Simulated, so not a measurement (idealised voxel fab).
process module | voxel wiring stack
cross-section cut | 250 nm wide | cells 5 nm
A cross-section is a grid of square cells, given in bands from the top down. A band is one or more rows of cells.
Each band's line starts with the height of the band's top and of its bottom, in nm. Then come its materials from left to right, each with its width in nm. One material with "throughout" fills the band from edge to edge. "air" is empty space.
Height 0 is the level under which the wafer as received is all one material. The lowest band goes on downwards, as in "0 down".
A width such as "30 to 40" changes by the same amount from each row of cells to the next, from the band's top row to its bottom row.
"no change" after a step means that no cell of the cross-section changed.
closed voids: empty space of 8 cells or more with no open way to the top, each as width x height at its distance from the left edge, in nm
after a step's settings: what the simulator itself notes on the step
overlay nm, on a step with a mask: how far to the right of its planned place the mask lay; to the left if negative
plan
1 op RECEIVE | material Si
2 op CONFORMAL_DEP | material SiO2 | thk nm 15
3 op CONFORMAL_DEP | material SiN | thk nm 5
4 op DIRECTIONAL_DEP | material lowk | thk nm 20
5 op MASKED_ETCH | tone open | mask id METAL_1 | width nm 30 | pitch nm 60 | etch materials lowk | depth nm 20 | overlay nm 0
6 op MASKED_ETCH | tone open | mask id METAL_1 | width nm 30 | pitch nm 60 | etch materials SiN | depth nm 5 | overlay nm 0
7 op CONFORMAL_DEP | material TiN | thk nm 5
8 op FILL_DEP | material Cu | thk nm 10
9 op CMP | height nm 40
10 op CONFORMAL_DEP | material SiCN | thk nm 5
11 op DIRECTIONAL_DEP | material lowk | thk nm 20
12 op PATTERN | tone open | mask id PLUG_1 | material resist | width nm 15 | pitch nm 60 | thk nm 15 | overlay nm 0
13 op DIRECTIONAL_ETCH | etch materials lowk | depth nm 20
14 op DIRECTIONAL_ETCH | etch materials SiCN | depth nm 5
15 op STRIP | etch materials resist
16 op CONFORMAL_DEP | material TiN | thk nm 5
17 op FILL_DEP | material Ru | thk nm 5
18 op CMP | height nm 65
19 op CONFORMAL_DEP | material SiN | thk nm 5
20 op DIRECTIONAL_DEP | material SiO2 | thk nm 15
21 op DIRECTIONAL_DEP | material aC | thk nm 15
22 op PATTERN | tone open | mask id METAL_2 | material resist | width nm 30 | pitch nm 60 | thk nm 35 | overlay nm 0
23 op DIRECTIONAL_ETCH | etch materials aC | depth nm 15
24 op STRIP | etch materials resist
25 op DIRECTIONAL_ETCH | etch materials SiO2 | depth nm 15
26 op DIRECTIONAL_ETCH | etch materials SiN | depth nm 5
27 op STRIP | etch materials aC
28 op CONFORMAL_DEP | material TiN | thk nm 5
29 op FILL_DEP | material Cu | thk nm 5
30 op CMP | height nm 85
31 op CONFORMAL_DEP | material SiN | thk nm 5
first wafer, as planned
as received, after step 1
  0 down: Si throughout
  closed voids: none
after step 2
  15 to 0: SiO2 throughout
  below 0: unchanged
after step 3
  20 to 15: SiN throughout
  below 15: unchanged
after step 4
  40 to 20: lowk throughout
  below 20: unchanged
after step 5
  40 to 20: lowk 50 | air 30 | lowk 30 | air 30 | lowk 30 | air 30 | lowk 50
  below 20: unchanged
after step 6
  40 to 20: lowk 50 | air 30 | lowk 30 | air 30 | lowk 30 | air 30 | lowk 50
  20 to 15: SiN 50 | air 30 | SiN 30 | air 30 | SiN 30 | air 30 | SiN 50
  below 15: unchanged
after step 7
  45 to 40: TiN 55 | air 20 | TiN 40 | air 20 | TiN 40 | air 20 | TiN 55
  40 to 20: lowk 50 | TiN 5 | air 20 | TiN 5 | lowk 30 | TiN 5 | air 20 | TiN 5 | lowk 30 | TiN 5 | air 20 | TiN 5 | lowk 50
  20 to 15: SiN 50 | TiN 30 | SiN 30 | TiN 30 | SiN 30 | TiN 30 | SiN 50
  below 15: unchanged
after step 8
  55 to 45: Cu throughout
  45 to 40: TiN 55 | Cu 20 | TiN 40 | Cu 20 | TiN 40 | Cu 20 | TiN 55
  40 to 20: lowk 50 | TiN 5 | Cu 20 | TiN 5 | lowk 30 | TiN 5 | Cu 20 | TiN 5 | lowk 30 | TiN 5 | Cu 20 | TiN 5 | lowk 50
  below 20: unchanged
after step 9
  40 to 20: lowk 50 | TiN 5 | Cu 20 | TiN 5 | lowk 30 | TiN 5 | Cu 20 | TiN 5 | lowk 30 | TiN 5 | Cu 20 | TiN 5 | lowk 50
  below 20: unchanged
after step 10
  45 to 40: SiCN throughout
  below 40: unchanged
after step 11
  65 to 45: lowk throughout
  below 45: unchanged
after step 12
  80 to 65: resist 50 | air 15 | resist 45 | air 15 | resist 45 | air 15 | resist 65
  below 65: unchanged
after step 13
  80 to 65: resist 50 | air 15 | resist 45 | air 15 | resist 45 | air 15 | resist 65
  65 to 45: lowk 50 | air 15 | lowk 45 | air 15 | lowk 45 | air 15 | lowk 65
  below 45: unchanged
after step 14
  80 to 65: resist 50 | air 15 | resist 45 | air 15 | resist 45 | air 15 | resist 65
  65 to 45: lowk 50 | air 15 | lowk 45 | air 15 | lowk 45 | air 15 | lowk 65
  45 to 40: SiCN 50 | air 15 | SiCN 45 | air 15 | SiCN 45 | air 15 | SiCN 65
  below 40: unchanged
after step 15
  65 to 45: lowk 50 | air 15 | lowk 45 | air 15 | lowk 45 | air 15 | lowk 65
  below 45: unchanged
after step 16
  70 to 65: TiN 55 | air 5 | TiN 55 | air 5 | TiN 55 | air 5 | TiN 70
  65 to 45: lowk 50 | TiN 5 | air 5 | TiN 5 | lowk 45 | TiN 5 | air 5 | TiN 5 | lowk 45 | TiN 5 | air 5 | TiN 5 | lowk 65
  45 to 40: SiCN 50 | TiN 15 | SiCN 45 | TiN 15 | SiCN 45 | TiN 15 | SiCN 65
  below 40: unchanged
after step 17
  75 to 70: Ru throughout
  70 to 65: TiN 55 | Ru 5 | TiN 55 | Ru 5 | TiN 55 | Ru 5 | TiN 70
  65 to 45: lowk 50 | TiN 5 | Ru 5 | TiN 5 | lowk 45 | TiN 5 | Ru 5 | TiN 5 | lowk 45 | TiN 5 | Ru 5 | TiN 5 | lowk 65
  below 45: unchanged
after step 18
  65 to 45: lowk 50 | TiN 5 | Ru 5 | TiN 5 | lowk 45 | TiN 5 | Ru 5 | TiN 5 | lowk 45 | TiN 5 | Ru 5 | TiN 5 | lowk 65
  below 45: unchanged
after step 19
  70 to 65: SiN throughout
  below 65: unchanged
after step 20
  85 to 70: SiO2 throughout
  below 70: unchanged
after step 21
  100 to 85: aC throughout
  below 85: unchanged
after step 22
  135 to 100: resist 50 | air 30 | resist 30 | air 30 | resist 30 | air 30 | resist 50
  below 100: unchanged
after step 23
  120 to 100: resist 50 | air 30 | resist 30 | air 30 | resist 30 | air 30 | resist 50
  100 to 85: aC 50 | air 30 | aC 30 | air 30 | aC 30 | air 30 | aC 50
  below 85: unchanged
after step 24
  100 to 85: aC 50 | air 30 | aC 30 | air 30 | aC 30 | air 30 | aC 50
  below 85: unchanged
after step 25
  100 to 85: aC 50 | air 30 | aC 30 | air 30 | aC 30 | air 30 | aC 50
  85 to 70: SiO2 50 | air 30 | SiO2 30 | air 30 | SiO2 30 | air 30 | SiO2 50
  below 70: unchanged
after step 26
  100 to 85: aC 50 | air 30 | aC 30 | air 30 | aC 30 | air 30 | aC 50
  85 to 70: SiO2 50 | air 30 | SiO2 30 | air 30 | SiO2 30 | air 30 | SiO2 50
  70 to 65: SiN 50 | air 30 | SiN 30 | air 30 | SiN 30 | air 30 | SiN 50
  below 65: unchanged
after step 27
  85 to 70: SiO2 50 | air 30 | SiO2 30 | air 30 | SiO2 30 | air 30 | SiO2 50
  below 70: unchanged
after step 28
  90 to 85: TiN 55 | air 20 | TiN 40 | air 20 | TiN 40 | air 20 | TiN 55
  85 to 70: SiO2 50 | TiN 5 | air 20 | TiN 5 | SiO2 30 | TiN 5 | air 20 | TiN 5 | SiO2 30 | TiN 5 | air 20 | TiN 5 | SiO2 50
  70 to 65: SiN 50 | TiN 30 | SiN 30 | TiN 30 | SiN 30 | TiN 30 | SiN 50
  below 65: unchanged
after step 29
  95 to 90: Cu throughout
  90 to 85: TiN 55 | Cu 20 | TiN 40 | Cu 20 | TiN 40 | Cu 20 | TiN 55
  85 to 70: SiO2 50 | TiN 5 | Cu 20 | TiN 5 | SiO2 30 | TiN 5 | Cu 20 | TiN 5 | SiO2 30 | TiN 5 | Cu 20 | TiN 5 | SiO2 50
  below 70: unchanged
after step 30
  85 to 70: SiO2 50 | TiN 5 | Cu 20 | TiN 5 | SiO2 30 | TiN 5 | Cu 20 | TiN 5 | SiO2 30 | TiN 5 | Cu 20 | TiN 5 | SiO2 50
  below 70: unchanged
after step 31
  90 to 85: SiN throughout
  below 85: unchanged
second wafer: like start, like plan, one mistake. Through step 1 it matches the first wafer
when step 2 should have ended
  30 to 0: SiO2 throughout
  below 0: unchanged
when step 3 should have ended
  35 to 30: SiN throughout
  below 30: unchanged
when step 4 should have ended
  55 to 35: lowk throughout
  below 35: unchanged
when step 5 should have ended
  55 to 35: lowk 50 | air 30 | lowk 30 | air 30 | lowk 30 | air 30 | lowk 50
  below 35: unchanged
when step 6 should have ended
  55 to 35: lowk 50 | air 30 | lowk 30 | air 30 | lowk 30 | air 30 | lowk 50
  35 to 30: SiN 50 | air 30 | SiN 30 | air 30 | SiN 30 | air 30 | SiN 50
  below 30: unchanged
when step 7 should have ended
  60 to 55: TiN 55 | air 20 | TiN 40 | air 20 | TiN 40 | air 20 | TiN 55
  55 to 35: lowk 50 | TiN 5 | air 20 | TiN 5 | lowk 30 | TiN 5 | air 20 | TiN 5 | lowk 30 | TiN 5 | air 20 | TiN 5 | lowk 50
  35 to 30: SiN 50 | TiN 30 | SiN 30 | TiN 30 | SiN 30 | TiN 30 | SiN 50
  below 30: unchanged
when step 8 should have ended
  70 to 60: Cu throughout
  60 to 55: TiN 55 | Cu 20 | TiN 40 | Cu 20 | TiN 40 | Cu 20 | TiN 55
  55 to 35: lowk 50 | TiN 5 | Cu 20 | TiN 5 | lowk 30 | TiN 5 | Cu 20 | TiN 5 | lowk 30 | TiN 5 | Cu 20 | TiN 5 | lowk 50
  below 35: unchanged
when step 9 should have ended
  40 to 35: lowk 50 | TiN 5 | Cu 20 | TiN 5 | lowk 30 | TiN 5 | Cu 20 | TiN 5 | lowk 30 | TiN 5 | Cu 20 | TiN 5 | lowk 50
  below 35: unchanged
when step 10 should have ended
  45 to 40: SiCN throughout
  below 40: unchanged
when step 11 should have ended
  65 to 45: lowk throughout
  below 45: unchanged
when step 12 should have ended
  80 to 65: resist 50 | air 15 | resist 45 | air 15 | resist 45 | air 15 | resist 65
  below 65: unchanged
when step 13 should have ended
  80 to 65: resist 50 | air 15 | resist 45 | air 15 | resist 45 | air 15 | resist 65
  65 to 45: lowk 50 | air 15 | lowk 45 | air 15 | lowk 45 | air 15 | lowk 65
  below 45: unchanged
when step 14 should have ended
  80 to 65: resist 50 | air 15 | resist 45 | air 15 | resist 45 | air 15 | resist 65
  65 to 45: lowk 50 | air 15 | lowk 45 | air 15 | lowk 45 | air 15 | lowk 65
  45 to 40: SiCN 50 | air 15 | SiCN 45 | air 15 | SiCN 45 | air 15 | SiCN 65
  below 40: unchanged
when step 15 should have ended
  65 to 45: lowk 50 | air 15 | lowk 45 | air 15 | lowk 45 | air 15 | lowk 65
  below 45: unchanged
when step 16 should have ended
  70 to 65: TiN 55 | air 5 | TiN 55 | air 5 | TiN 55 | air 5 | TiN 70
  65 to 45: lowk 50 | TiN 5 | air 5 | TiN 5 | lowk 45 | TiN 5 | air 5 | TiN 5 | lowk 45 | TiN 5 | air 5 | TiN 5 | lowk 65
  45 to 40: SiCN 50 | TiN 15 | SiCN 45 | TiN 15 | SiCN 45 | TiN 15 | SiCN 65
  below 40: unchanged
when step 17 should have ended
  75 to 70: Ru throughout
  70 to 65: TiN 55 | Ru 5 | TiN 55 | Ru 5 | TiN 55 | Ru 5 | TiN 70
  65 to 45: lowk 50 | TiN 5 | Ru 5 | TiN 5 | lowk 45 | TiN 5 | Ru 5 | TiN 5 | lowk 45 | TiN 5 | Ru 5 | TiN 5 | lowk 65
  below 45: unchanged
when step 18 should have ended
  65 to 45: lowk 50 | TiN 5 | Ru 5 | TiN 5 | lowk 45 | TiN 5 | Ru 5 | TiN 5 | lowk 45 | TiN 5 | Ru 5 | TiN 5 | lowk 65
  below 45: unchanged
when step 19 should have ended
  70 to 65: SiN throughout
  below 65: unchanged
when step 20 should have ended
  85 to 70: SiO2 throughout
  below 70: unchanged
when step 21 should have ended
  100 to 85: aC throughout
  below 85: unchanged
when step 22 should have ended
  135 to 100: resist 50 | air 30 | resist 30 | air 30 | resist 30 | air 30 | resist 50
  below 100: unchanged
when step 23 should have ended
  120 to 100: resist 50 | air 30 | resist 30 | air 30 | resist 30 | air 30 | resist 50
  100 to 85: aC 50 | air 30 | aC 30 | air 30 | aC 30 | air 30 | aC 50
  below 85: unchanged
when step 24 should have ended
  100 to 85: aC 50 | air 30 | aC 30 | air 30 | aC 30 | air 30 | aC 50
  below 85: unchanged
when step 25 should have ended
  100 to 85: aC 50 | air 30 | aC 30 | air 30 | aC 30 | air 30 | aC 50
  85 to 70: SiO2 50 | air 30 | SiO2 30 | air 30 | SiO2 30 | air 30 | SiO2 50
  below 70: unchanged
when step 26 should have ended
  100 to 85: aC 50 | air 30 | aC 30 | air 30 | aC 30 | air 30 | aC 50
  85 to 70: SiO2 50 | air 30 | SiO2 30 | air 30 | SiO2 30 | air 30 | SiO2 50
  70 to 65: SiN 50 | air 30 | SiN 30 | air 30 | SiN 30 | air 30 | SiN 50
  below 65: unchanged
when step 27 should have ended
  85 to 70: SiO2 50 | air 30 | SiO2 30 | air 30 | SiO2 30 | air 30 | SiO2 50
  below 70: unchanged
when step 28 should have ended
  90 to 85: TiN 55 | air 20 | TiN 40 | air 20 | TiN 40 | air 20 | TiN 55
  85 to 70: SiO2 50 | TiN 5 | air 20 | TiN 5 | SiO2 30 | TiN 5 | air 20 | TiN 5 | SiO2 30 | TiN 5 | air 20 | TiN 5 | SiO2 50
  70 to 65: SiN 50 | TiN 30 | SiN 30 | TiN 30 | SiN 30 | TiN 30 | SiN 50
  below 65: unchanged
when step 29 should have ended
  95 to 90: Cu throughout
  90 to 85: TiN 55 | Cu 20 | TiN 40 | Cu 20 | TiN 40 | Cu 20 | TiN 55
  85 to 70: SiO2 50 | TiN 5 | Cu 20 | TiN 5 | SiO2 30 | TiN 5 | Cu 20 | TiN 5 | SiO2 30 | TiN 5 | Cu 20 | TiN 5 | SiO2 50
  below 70: unchanged
when step 30 should have ended
  85 to 70: SiO2 50 | TiN 5 | Cu 20 | TiN 5 | SiO2 30 | TiN 5 | Cu 20 | TiN 5 | SiO2 30 | TiN 5 | Cu 20 | TiN 5 | SiO2 50
  below 70: unchanged
when step 31 should have ended
  90 to 85: SiN throughout
  below 85: unchanged
what went wrong: step 2 was run twice
at the end the second wafer has, in cells: 36 fewer of Cu | 150 more of SiO2 | 18 fewer of TiN | 96 fewer of lowk
